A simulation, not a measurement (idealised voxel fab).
You're looking at the process module voxel lift off.
The cross-section on display is named cut; it measures 285 nm wide, and its cells are 5 nm squares.
Cross-section spec: square-cell grid; bands listed top down; each band is one or more rows.
First you get the band's top height and its bottom height, in nm, and then the materials it's made of, left to right, with each width in nm. If you see a single material with "throughout", that one covers the band edge to edge. "empty" is empty space.
All heights in this document are referenced to 0, defined as the level beneath which the wafer, as received, consists entirely of one material. The lowest band is not bounded below; it extends indefinitely downward and is written in the form "top 0, no bottom".
The expression "30->40" gives the width at the extremes of the band, the first number at its top row of cells and the second at its bottom row, with the width changing by equal amounts from each row to the next in between.
Any step labelled "no change" changed none of the cells in the cross-section.
Entry "Enclosed voids". Content: empty spaces with no open connection to the top, size 8 cells or greater. Each: width x height at distance. Distance: from left edge. Unit: nm.
What comes after the settings on a step's line is commentary from the simulator itself on that step.
Each step line may optionally specify "overlay nm", which for a step with a mask gives the rightward distance between the mask's planned place and where it lay, a negative value indicating the leftward direction.

-- Steps planned for the process
1: RECEIVE with material Si
2: CONFORMAL_DEP with material Al2O3, thk nm 10
3: PATTERN with tone open, mask id LINES, material resist, width nm 25, pitch nm 50, thk nm 25, overlay nm -15
4: DIRECTIONAL_DEP with material Ru, thk nm 10
5: STRIP with etch materials resist
6: CONFORMAL_DEP with material SiO2, thk nm 5
Wafers differ in overlay nm at step 3; plan lists the first wafer's value; identical starting state.

-- Sectional view: first of several wafers, as received, after step 1
	top 0, no bottom = Si throughout
	Enclosed voids: none

-- Table: wafers, a row each; end-of-module cell change per material since receipt, gain (+), loss (-); then closed voids
overlay nm -15 | +114 Al2O3 | +20 Ru | +65 SiO2 | Enclosed voids: none
overlay nm -10 | +114 Al2O3 | +20 Ru | +65 SiO2 | Enclosed voids: none
overlay nm -5 | +114 Al2O3 | +20 Ru | +65 SiO2 | Enclosed voids: none
overlay nm 0 | +114 Al2O3 | +20 Ru | +65 SiO2 | Enclosed voids: none
overlay nm 5 | +114 Al2O3 | +20 Ru | +65 SiO2 | Enclosed voids: none
overlay nm 10 | +114 Al2O3 | +20 Ru | +65 SiO2 | Enclosed voids: none
overlay nm 15 | +114 Al2O3 | +20 Ru | +65 SiO2 | Enclosed voids: none
